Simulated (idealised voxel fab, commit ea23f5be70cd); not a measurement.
Process module under the name voxel lift off
Section shown: cut. Width: 175 nm. Cell size: 5 nm, square.
Cross-section = grid of square cells, listed top down in bands; band = one or more rows. A band entry consists of two parts. The first gives the height of the band's top and the height of its bottom, in nm. The rest lists the band's materials from left to right, each with its width in nm. A single material labelled with the word "everywhere" fills the band from edge to edge, and the word "empty" marks empty space. Where do heights start? At 0: under that level the wafer as delivered is made of one material only. And the lowest band has no floor; it just carries on downward, as in "0 and below". Width: "30->40" (first number = top row, second number = bottom row, same change from row to row of cells). Reading "changes: none" for a step: not a cell of the cross-section changed in it. If an empty space has no open way to the top and is at least 8 cells in size, "Non-vented voids" lists it, written width x height at distance, where distance is measured from the left edge and every value is in nm. On each step's line, the part that comes after the settings is the simulator's own comment on the step. overlay nm: step with mask; distance mask lay right of planned place; negative value = left of planned place.
-- List of planned process steps
- 1: RECEIVE: material Si
- 2: CONFORMAL_DEP: material SiO2, thk nm 15
- 3: PATTERN: tone open, mask id LINES, material resist, width nm 30, pitch nm 45, thk nm 30, overlay nm 0
- 4: DIRECTIONAL_DEP: material Ru, thk nm 15
- 5: STRIP: etch materials resist
- 6: CONFORMAL_DEP: material SiO2, thk nm 5
-- Cross-section of the wafer upon arrival, representing the state reached after step 1
- 0 and below  Si everywhere
- Non-vented voids: none
-- The module was run from the start shown above using the plan shown above, but one mistake was made doing it; the resulting wafer cross-section is below
- 35 down to 20  empty: 45  Ru: 40  empty: 5  Ru: 40  empty: 45
- 20 down to 15  Ru everywhere
- 15 down to 0  SiO2 everywhere
- 0 and below  Si everywhere
- Non-vented voids: none
Run error: step 6 was processed under conditions differing from the plan, specifically as CONFORMAL_DEP: material Ru, thk nm 5
